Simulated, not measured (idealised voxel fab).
This section sets out a process module, namely voxel self aligned contacts.
The cross-section shown here is cut; it is 240 nm wide and divided into square cells measuring 5 nm on a side.
A cross-section is written here as square cells arranged in a grid, and it is given in bands from the top down, each band taking up one or more rows of cells. Look at the band entry: it leads with the top's height and the bottom's height in nm. Then it lists the materials left to right, with a width in nm for each. The word "everywhere" on a single material says that material fills the band edge to edge. The word "blank" is empty space. Heights are measured from 0, the level below which the as-received wafer is all one material; the lowest band has no bottom and continues downward, written as in "0 -> down". When a width is written as two numbers, as in "30->40", the first number is the width in the top row of cells of the band and the second is the width in its bottom row, and the width changes by the same amount from each row to the next. "no modifications", as given for a step, is the statement that not any cell of the cross-section underwent a change during that step. "Enclosed empty spaces" means: voids of 8 cells or more that are shut off from the top with no open way through. Written width x height at distance, distance from the left edge, in nm. Read whatever lies past the settings on a step's line as the simulator's own remark about the step. For masked steps, "overlay nm" on the step line gives how far right of plan the mask actually lay; a minus sign means it lay to the left.

-- So here's the lineup of process steps we planned
1) op RECEIVE | material Si
2) op OXIDIZE | depth nm 5
3) op DIRECTIONAL_DEP | material polySi | thk nm 30
4) op DIRECTIONAL_DEP | material SiN | thk nm 20
5) op DIRECTIONAL_DEP | material aC | thk nm 10
6) op PATTERN | tone cover | mask id GATE | material resist | width nm 25 | pitch nm 65 | thk nm 30 | overlay nm 0
7) op DIRECTIONAL_ETCH | etch materials aC | depth nm 10
8) op STRIP | etch materials resist
9) op DIRECTIONAL_ETCH | etch materials SiN | depth nm 20
10) op DIRECTIONAL_ETCH | etch materials polySi | depth nm 30
11) op STRIP | etch materials aC
12) op CONFORMAL_DEP | material SiN | thk nm 10
13) op DIRECTIONAL_ETCH | etch materials SiN | depth nm 10
14) op FILL_DEP | material SiO2 | thk nm 15
15) op CMP | height nm 60
16) op DIRECTIONAL_DEP | material aC | thk nm 10
17) op PATTERN | tone open | mask id CONTACT | material resist | width nm 50 | thk nm 25 | overlay nm 0
18) op DIRECTIONAL_ETCH | etch materials aC | depth nm 10
19) op STRIP | etch materials resist
20) op DIRECTIONAL_ETCH | etch materials SiO2 | depth nm 65
21) op STRIP | etch materials aC
22) op CONFORMAL_DEP | material TiN | thk nm 5
23) op FILL_DEP | material W | thk nm 5
24) op CMP | height nm 60
25) op CONFORMAL_DEP | material SiN | thk nm 5

-- The first wafer of two, processed as planned

-- Received-state cross-section, reflecting completion of step 1
* 0 -> down  Si everywhere
* Enclosed empty spaces: none

-- Sectional view: wafer, after step 2
* 0 -> -5  SiO2 everywhere
* For the remainder of the cross-section, below -5, there is no change.

-- Sectional view: wafer, after step 3
* 30 -> 0  polySi everywhere
* For the remainder of the cross-section, below 0, there is no change.

-- Sectional view: wafer, after step 4
* 50 -> 30  SiN everywhere
* For the remainder of the cross-section, below 30, there is no change.

-- Sectional view: wafer, after step 5
* 60 -> 50  aC everywhere
* For the remainder of the cross-section, below 50, there is no change.

-- Sectional view: wafer, after step 6
* 90 -> 60  blank 75, then resist 25, then blank 40, then resist 25, then blank 75
* For the remainder of the cross-section, below 60, there is no change.

-- Sectional view: wafer, after step 7
* 80 -> 60  blank 75, then resist 25, then blank 40, then resist 25, then blank 75
* 60 -> 50  blank 75, then aC 25, then blank 40, then aC 25, then blank 75
* For the remainder of the cross-section, below 50, there is no change.

-- Sectional view: wafer, after step 8
* 60 -> 50  blank 75, then aC 25, then blank 40, then aC 25, then blank 75
* For the remainder of the cross-section, below 50, there is no change.

-- Sectional view: wafer, after step 9
* 60 -> 50  blank 75, then aC 25, then blank 40, then aC 25, then blank 75
* 50 -> 30  blank 75, then SiN 25, then blank 40, then SiN 25, then blank 75
* For the remainder of the cross-section, below 30, there is no change.

-- Sectional view: wafer, after step 10
* 60 -> 50  blank 75, then aC 25, then blank 40, then aC 25, then blank 75
* 50 -> 30  blank 75, then SiN 25, then blank 40, then SiN 25, then blank 75
* 30 -> 0  blank 75, then polySi 25, then blank 40, then polySi 25, then blank 75
* For the remainder of the cross-section, below 0, there is no change.

-- Sectional view: wafer, after step 11
* 50 -> 30  blank 75, then SiN 25, then blank 40, then SiN 25, then blank 75
* For the remainder of the cross-section, below 30, there is no change.

-- Sectional view: wafer, after step 12
* 60 -> 30  blank 65, then SiN 45, then blank 20, then SiN 45, then blank 65
* 30 -> 10  blank 65, then SiN 10, then polySi 25, then SiN 10, then blank 20, then SiN 10, then polySi 25, then SiN 10, then blank 65
* 10 -> 0  SiN 75, then polySi 25, then SiN 40, then polySi 25, then SiN 75
* For the remainder of the cross-section, below 0, there is no change.

-- Sectional view: wafer, after step 13
* 50 -> 30  blank 65, then SiN 45, then blank 20, then SiN 45, then blank 65
* 30 -> 0  blank 65, then SiN 10, then polySi 25, then SiN 10, then blank 20, then SiN 10, then polySi 25, then SiN 10, then blank 65
* For the remainder of the cross-section, below 0, there is no change.

-- Sectional view: wafer, after step 14
* 65 -> 50  SiO2 everywhere
* 50 -> 30  SiO2 65, then SiN 45, then SiO2 20, then SiN 45, then SiO2 65
* 30 -> 0  SiO2 65, then SiN 10, then polySi 25, then SiN 10, then SiO2 20, then SiN 10, then polySi 25, then SiN 10, then SiO2 65
* For the remainder of the cross-section, below 0, there is no change.

-- Sectional view: wafer, after step 15
* 60 -> 50  SiO2 everywhere
* For the remainder of the cross-section, below 50, there is no change.

-- Sectional view: wafer, after step 16
* 70 -> 60  aC everywhere
* For the remainder of the cross-section, below 60, there is no change.

-- Sectional view: wafer, after step 17
* 95 -> 70  resist 95, then blank 50, then resist 95
* For the remainder of the cross-section, below 70, there is no change.

-- Sectional view: wafer, after step 18
* 85 -> 70  resist 95, then blank 50, then resist 95
* 70 -> 60  aC 95, then blank 50, then aC 95
* For the remainder of the cross-section, below 60, there is no change.

-- Sectional view: wafer, after step 19
* 70 -> 60  aC 95, then blank 50, then aC 95
* For the remainder of the cross-section, below 60, there is no change.

-- Sectional view: wafer, after step 20
* 70 -> 60  aC 95, then blank 50, then aC 95
* 60 -> 50  SiO2 95, then blank 50, then SiO2 95
* 50 -> 30  SiO2 65, then SiN 45, then blank 20, then SiN 45, then SiO2 65
* 30 -> 0  SiO2 65, then SiN 10, then polySi 25, then SiN 10, then blank 20, then SiN 10, then polySi 25, then SiN 10, then SiO2 65
* 0 -> -5  SiO2 110, then blank 20, then SiO2 110
* For the remainder of the cross-section, below -5, there is no change.

-- Sectional view: wafer, after step 21
* 60 -> 50  SiO2 95, then blank 50, then SiO2 95
* For the remainder of the cross-section, below 50, there is no change.

-- Sectional view: wafer, after step 22
* 65 -> 60  TiN 100, then blank 40, then TiN 100
* 60 -> 50  SiO2 95, then TiN 5->20, then blank 40->10, then TiN 5->20, then SiO2 95
* 50 -> 30  SiO2 65, then SiN 45, then TiN 5, then blank 10, then TiN 5, then SiN 45, then SiO2 65
* 30 -> 0  SiO2 65, then SiN 10, then polySi 25, then SiN 10, then TiN 5, then blank 10, then TiN 5, then SiN 10, then polySi 25, then SiN 10, then SiO2 65
* 0 -> -5  SiO2 110, then TiN 20, then SiO2 110
* For the remainder of the cross-section, below -5, there is no change.

-- Sectional view: wafer, after step 23
* 70 -> 65  W everywhere
* 65 -> 60  TiN 100, then W 40, then TiN 100
* 60 -> 50  SiO2 95, then TiN 5->20, then W 40->10, then TiN 5->20, then SiO2 95
* 50 -> 30  SiO2 65, then SiN 45, then TiN 5, then W 10, then TiN 5, then SiN 45, then SiO2 65
* 30 -> 0  SiO2 65, then SiN 10, then polySi 25, then SiN 10, then TiN 5, then W 10, then TiN 5, then SiN 10, then polySi 25, then SiN 10, then SiO2 65
* For the remainder of the cross-section, below 0, there is no change.

-- Sectional view: wafer, after step 24
* 60 -> 50  SiO2 95, then TiN 5->20, then W 40->10, then TiN 5->20, then SiO2 95
* For the remainder of the cross-section, below 50, there is no change.

-- Sectional view: wafer, after step 25
* 65 -> 60  SiN everywhere
* For the remainder of the cross-section, below 60, there is no change.

-- Regarding the second of the two wafers: it shared the first wafer's starting condition and process plan, yet one error occurred during its execution. Its history coincides with that of the first wafer up to and including step 5

-- Second wafer shown in cross-section at the time step 6 was slated to end
* 90 -> 60  blank 70, then resist 35, then blank 30, then resist 35, then blank 70
* For the remainder of the cross-section, below 60, there is no change.

-- Second wafer shown in cross-section at the time step 7 was slated to end
* 80 -> 60  blank 70, then resist 35, then blank 30, then resist 35, then blank 70
* 60 -> 50  blank 70, then aC 35, then blank 30, then aC 35, then blank 70
* For the remainder of the cross-section, below 50, there is no change.

-- Second wafer shown in cross-section at the time step 8 was slated to end
* 60 -> 50  blank 70, then aC 35, then blank 30, then aC 35, then blank 70
* For the remainder of the cross-section, below 50, there is no change.

-- Second wafer shown in cross-section at the time step 9 was slated to end
* 60 -> 50  blank 70, then aC 35, then blank 30, then aC 35, then blank 70
* 50 -> 30  blank 70, then SiN 35, then blank 30, then SiN 35, then blank 70
* For the remainder of the cross-section, below 30, there is no change.

-- Second wafer shown in cross-section at the time step 10 was slated to end
* 60 -> 50  blank 70, then aC 35, then blank 30, then aC 35, then blank 70
* 50 -> 30  blank 70, then SiN 35, then blank 30, then SiN 35, then blank 70
* 30 -> 0  blank 70, then polySi 35, then blank 30, then polySi 35, then blank 70
* For the remainder of the cross-section, below 0, there is no change.

-- Second wafer shown in cross-section at the time step 11 was slated to end
* 50 -> 30  blank 70, then SiN 35, then blank 30, then SiN 35, then blank 70
* For the remainder of the cross-section, below 30, there is no change.

-- Second wafer shown in cross-section at the time step 12 was slated to end
* 60 -> 30  blank 60, then SiN 55, then blank 10, then SiN 55, then blank 60
* 30 -> 10  blank 60, then SiN 10, then polySi 35, then SiN 10, then blank 10, then SiN 10, then polySi 35, then SiN 10, then blank 60
* 10 -> 0  SiN 70, then polySi 35, then SiN 30, then polySi 35, then SiN 70
* For the remainder of the cross-section, below 0, there is no change.

-- Second wafer shown in cross-section at the time step 13 was slated to end
* 50 -> 30  blank 60, then SiN 55, then blank 10, then SiN 55, then blank 60
* 30 -> 0  blank 60, then SiN 10, then polySi 35, then SiN 10, then blank 10, then SiN 10, then polySi 35, then SiN 10, then blank 60
* For the remainder of the cross-section, below 0, there is no change.

-- Second wafer shown in cross-section at the time step 14 was slated to end
* 65 -> 50  SiO2 everywhere
* 50 -> 30  SiO2 60, then SiN 55, then SiO2 10, then SiN 55, then SiO2 60
* 30 -> 0  SiO2 60, then SiN 10, then polySi 35, then SiN 10, then SiO2 10, then SiN 10, then polySi 35, then SiN 10, then SiO2 60
* For the remainder of the cross-section, below 0, there is no change.

-- Second wafer shown in cross-section at the time step 15 was slated to end
* 60 -> 50  SiO2 everywhere
* For the remainder of the cross-section, below 50, there is no change.

-- Second wafer shown in cross-section at the time step 16 was slated to end
* 70 -> 60  aC everywhere
* For the remainder of the cross-section, below 60, there is no change.

-- Second wafer shown in cross-section at the time step 17 was slated to end
* 95 -> 70  resist 95, then blank 50, then resist 95
* For the remainder of the cross-section, below 70, there is no change.

-- Second wafer shown in cross-section at the time step 18 was slated to end
* 85 -> 70  resist 95, then blank 50, then resist 95
* 70 -> 60  aC 95, then blank 50, then aC 95
* For the remainder of the cross-section, below 60, there is no change.

-- Second wafer shown in cross-section at the time step 19 was slated to end
* 70 -> 60  aC 95, then blank 50, then aC 95
* For the remainder of the cross-section, below 60, there is no change.

-- Second wafer shown in cross-section at the time step 20 was slated to end
* 70 -> 60  aC 95, then blank 50, then aC 95
* 60 -> 50  SiO2 95, then blank 50, then SiO2 95
* 50 -> 30  SiO2 60, then SiN 55, then blank 10, then SiN 55, then SiO2 60
* 30 -> 0  SiO2 60, then SiN 10, then polySi 35, then SiN 10, then blank 10, then SiN 10, then polySi 35, then SiN 10, then SiO2 60
* 0 -> -5  SiO2 115, then blank 10, then SiO2 115
* For the remainder of the cross-section, below -5, there is no change.

-- Second wafer shown in cross-section at the time step 21 was slated to end
* 60 -> 50  SiO2 95, then blank 50, then SiO2 95
* For the remainder of the cross-section, below 50, there is no change.

-- Second wafer shown in cross-section at the time step 22 was slated to end
* 65 -> 60  TiN 100, then blank 40, then TiN 100
* 60 -> 55  SiO2 95, then TiN 5, then blank 40, then TiN 5, then SiO2 95
* 55 -> 50  SiO2 95, then TiN 50, then SiO2 95
* 50 -> 30  SiO2 60, then SiN 55, then TiN 10, then SiN 55, then SiO2 60
* 30 -> 0  SiO2 60, then SiN 10, then polySi 35, then SiN 10, then TiN 10, then SiN 10, then polySi 35, then SiN 10, then SiO2 60
* 0 -> -5  SiO2 115, then TiN 10, then SiO2 115
* For the remainder of the cross-section, below -5, there is no change.

-- Second wafer shown in cross-section at the time step 23 was slated to end
* 70 -> 65  W everywhere
* 65 -> 60  TiN 100, then W 40, then TiN 100
* 60 -> 55  SiO2 95, then TiN 5, then W 40, then TiN 5, then SiO2 95
* For the remainder of the cross-section, below 55, there is no change.

-- Second wafer shown in cross-section at the time step 24 was slated to end
* 60 -> 55  SiO2 95, then TiN 5, then W 40, then TiN 5, then SiO2 95
* For the remainder of the cross-section, below 55, there is no change.

-- Second wafer shown in cross-section at the time step 25 was slated to end
* 65 -> 60  SiN everywhere
* For the remainder of the cross-section, below 60, there is no change.
In executing the process, a mistake was made relative to the plan: contrary to plan, step 6 was performed as op PATTERN | tone cover | mask id GATE | material resist | width nm 35 | pitch nm 65 | thk nm 30 | overlay nm 0
Once processing is complete, comparing cell counts shows that the second wafer has more or fewer of certain materials than the first: 16 more of SiN; 18 fewer of SiO2; 22 fewer of W; 24 more of polySi
